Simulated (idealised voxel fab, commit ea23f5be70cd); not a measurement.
Presented below is a process module, voxel plated lines.
This is section cut - it's 245 nm across, gridded in 5 nm square cells.
For the purposes of this document, a cross-section shall be understood as a grid of square cells, specified as bands listed in top-to-bottom order, each band consisting of one or more rows of cells. For a band, the entry starts with two heights in nm, that of the top and then that of the bottom, and carries on with the band's materials in order from left to right, each alongside its width in nm; the word "throughout" beside a single material means it fills the band edge to edge, and "blank" means empty space. Heights from 0 (as-received wafer is one material below). Bottom band endless downward, as "0..down". When a width is written as two numbers, as in "30..40", the first number is the width in the top row of cells of the band and the second is the width in its bottom row, and the width changes by the same amount from each row to the next. "no alterations made" after a step means that no cell of the cross-section changed. The entry titled "Closed internal cavities" provides the empty spaces that have no open way to the top, restricted to those of 8 cells or more. Each is presented as width x height at distance, the distance being measured from the left edge, with all three in nm. On a step's line, text after the settings is the simulator commenting on that step. overlay nm, on a step with a mask: how far to the right of its planned place the mask lay; to the left if negative.

SET OUT BELOW ARE THE PLANNED STEPS OF THE PROCESS
1,RECEIVE (material Si)
2,CONFORMAL_DEP (material SiO2; thk nm 10)
3,DIRECTIONAL_DEP (material TiN; thk nm 5)
4,PATTERN (tone open; mask id LINES; material resist; width nm 15; pitch nm 35; thk nm 25; overlay nm 0)
5,EPI (material Ru; thk nm 5)
6,EPI (material Ru; thk nm 10)
7,STRIP (etch materials resist)
8,DIRECTIONAL_ETCH (etch materials TiN; depth nm 5)
9,CONFORMAL_DEP (material SiCN; thk nm 5)

INCOMING WAFER IN CROSS-SECTION (STATE: AFTER STEP 1)
- 0..down = Si throughout
- Closed internal cavities: none

MODULE COMPLETE - CROSS-SECTION OF THE FIRST OF TWO WAFERS, RUN ACCORDING TO PLAN
- 35..30 = blank (90), SiCN (25), blank (10), SiCN (25), blank (95)
- 30..15 = blank (90), SiCN (5), Ru (15), SiCN (5), blank (10), SiCN (5), Ru (15), SiCN (5), blank (95)
- 15..10 = SiCN (95), TiN (15), SiCN (20), TiN (15), SiCN (100)
- 10..0 = SiO2 throughout
- 0..down = Si throughout
- Closed internal cavities: none

CROSS-SECTION, SECOND WAFER: SAME START AS THE FIRST, SAME PLAN AS THE FIRST, ONE MISTAKE IN RUNNING IT; TAKEN AT THE END OF THE MODULE
- 45..40 = blank (90), SiCN (25), blank (10), SiCN (25), blank (95)
- 40..15 = blank (90), SiCN (5), Ru (15), SiCN (5), blank (10), SiCN (5), Ru (15), SiCN (5), blank (95)
- 15..10 = SiCN (95), TiN (15), SiCN (20), TiN (15), SiCN (100)
- 10..0 = SiO2 throughout
- 0..down = Si throughout
- Closed internal cavities: none
what went wrong: step 6 of the plan was twice carried out
End of process, cell counts, second wafer against first, materials with more or fewer: Ru: 12 more | SiCN: 8 more
